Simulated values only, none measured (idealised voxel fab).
Proc. module: voxel ribs on slabs
Cross-section cut spans 170 nm and uses square cells 5 nm in size.
Cross-section layout: square cells on a grid; listed as bands, top to bottom; a band spans one or more cell rows. Band: top and bottom heights (nm) first, top before bottom; then materials from left to right, widths in nm. "all across" marks a sole material filling the band edge to edge. "empty" denotes empty space. Where do heights start? At 0: under that level the wafer as delivered is made of one material only. And the lowest band has no floor; it just carries on downward, as in "0..down". You'd read "30 to 40" like this: the band's top row of cells is as wide as the first number, its bottom row is as wide as the second, and going down, every row changes width by the same amount as the row before did. Step marked "nothing was modified"? Then no cell in the cross-section changed in it. The entry titled "Enclosed empty spaces" provides the empty spaces that have no open way to the top, restricted to those of 8 cells or more. Each is presented as width x height at distance, the distance being measured from the left edge, with all three in nm. On a step's line, text after the settings is the simulator commenting on that step. Among the settings permitted on a step's line is "overlay nm"; applied to a step with a mask, it specifies the extent to which the mask lay to the right of its planned position, whereas a negative figure signifies a position to the left.
Process steps foreseen in the plan
- 1: RECEIVE | material Si
- 2: DIRECTIONAL_DEP | material SiO2 | thk nm 30
- 3: DIRECTIONAL_DEP | material polySi | thk nm 25
- 4: MASKED_ETCH | tone cover | mask id RIB | width nm 30 | etch materials polySi | depth nm 15 | overlay nm 0
- 5: DIRECTIONAL_DEP | material aC | thk nm 10
- 6: PATTERN | tone cover | mask id SLAB | material resist | width nm 80 | thk nm 25 | overlay nm 0
- 7: DIRECTIONAL_ETCH | etch materials aC | depth nm 10
- 8: STRIP | etch materials resist
- 9: DIRECTIONAL_ETCH | etch materials polySi | depth nm 10
- 10: STRIP | etch materials aC
- 11: FILL_DEP | material SiO2 | thk nm 15
- 12: CMP | height nm 65
- 13: DIRECTIONAL_DEP | material TiN | thk nm 10
- 14: PATTERN | tone cover | mask id HEATER | material resist | width nm 40 | thk nm 15 | overlay nm 0
- 15: DIRECTIONAL_ETCH | etch materials TiN | depth nm 10
- 16: STRIP | etch materials resist
- 17: CONFORMAL_DEP | material SiO2 | thk nm 10
Cross-section of the wafer upon arrival, representing the state reached after step 1
    0..down | Si all across
    Enclosed empty spaces: none
This is how the wafer looks in cross-section once the module is done, given the starting state and plan above and one mistake in carrying the plan out
    85..75 | 55 empty, 60 polySi, 55 empty
    75..65 | 65 polySi, 40 TiN, 65 polySi
    65..55 | SiO2 all across
    55..40 | 70 SiO2, 30 polySi, 70 SiO2
    40..30 | 45 SiO2, 80 polySi, 45 SiO2
    30..0 | SiO2 all across
    0..down | Si all across
    Enclosed empty spaces: none
Short version of what went wrong: step 17 off recipe, ran as CONFORMAL_DEP | material polySi | thk nm 10
